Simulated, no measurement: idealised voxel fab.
The document below concerns the process module designated voxel released beams.
cross-section cut | 230 nm wide | cells 5 nm
Square cells in a grid make up a cross-section in this document, and the grid is given as bands, listed from the top down, each one or more rows of cells. Band: top height; bottom height; in nm. Then, left to right: material with width in nm, for each material. "edge to edge": a single material spanning edge to edge. "blank": empty space. Counting heights begins at 0, where everything beneath is, in the wafer as received, one material. The lowest band has no bottom; it goes on downwards, as "z 0 and below" shows. So if you see something like "30->40" for the width, read it as the top row of the band sitting at the first number and the bottom row at the second, with every row in between moving by the same amount as the last. For the purposes of this document, the phrase "all unchanged" attached to a step denotes that no cell within the cross-section was modified by that step. The list in "Voids lacking openings" covers empty spaces of 8 cells or more that cannot reach the top through any open way, and it gives each as width x height at distance; the distance is from the left edge, and width, height and distance are in nm. Past the settings on a step's line: simulator remark, on that step. Among the settings permitted on a step's line is "overlay nm"; applied to a step with a mask, it specifies the extent to which the mask lay to the right of its planned position, whereas a negative figure signifies a position to the left.
### Steps planned for the process
1. RECEIVE | material Si
2. CONFORMAL_DEP | material Al2O3 | thk nm 10
3. DIRECTIONAL_DEP | material SiO2 | thk nm 15
4. PATTERN | tone open | mask id ANCHOR | material resist | width nm 35 | thk nm 15 | overlay nm 0
5. DIRECTIONAL_ETCH | etch materials SiO2 | depth nm 15
6. STRIP | etch materials resist
7. CONFORMAL_DEP | material polySi | thk nm 10
8. DIRECTIONAL_DEP | material aC | thk nm 10
9. PATTERN | tone cover | mask id BEAM | material resist | width nm 85 | thk nm 25 | overlay nm 0
10. DIRECTIONAL_ETCH | etch materials aC | depth nm 10
11. STRIP | etch materials resist
12. DIRECTIONAL_ETCH | etch materials polySi | depth nm 10
13. STRIP | etch materials aC
14. STRIP | etch materials SiO2
Keep in mind the plan's value for the width nm of step 9 comes from the first wafer; the wafers don't share that setting, but they do share the same starting point.
### First wafer of several, as received: cross-section after step 1
- z 0 and below | Si edge to edge
- Voids lacking openings: none
### Cross-section after step 14, the final step of the module, for the first of several wafers
- z 35 to 25 | blank=70 | polySi=10 | blank=15 | polySi=60 | blank=75
- z 25 to 20 | blank=70 | polySi=10 | blank=15 | polySi=10 | blank=125
- z 20 to 10 | blank=70 | polySi=35 | blank=125
- z 10 to 0 | Al2O3 edge to edge
- z 0 and below | Si edge to edge
- Voids lacking openings: none
### Sectional view of the last wafer upon completion of the module
- z 35 to 25 | blank=60 | polySi=20 | blank=15 | polySi=75 | blank=60
- z 25 to 20 | blank=70 | polySi=10 | blank=15 | polySi=10 | blank=125
- z 20 to 10 | blank=70 | polySi=35 | blank=125
- z 10 to 0 | Al2O3 edge to edge
- z 0 and below | Si edge to edge
- Voids lacking openings: none
### Tabulated below, wafer by wafer, are the end-of-module results: for each material, the number of cells gained (+) or lost (-) relative to the as-received state, followed by the closed voids
width nm 85 | +92 Al2O3 | +46 polySi | Voids lacking openings: none
width nm 90 | +92 Al2O3 | +48 polySi | Voids lacking openings: none
width nm 95 | +92 Al2O3 | +50 polySi | Voids lacking openings: none
width nm 100 | +92 Al2O3 | +52 polySi | Voids lacking openings: none
width nm 105 | +92 Al2O3 | +54 polySi | Voids lacking openings: none
width nm 110 | +92 Al2O3 | +56 polySi | Voids lacking openings: none
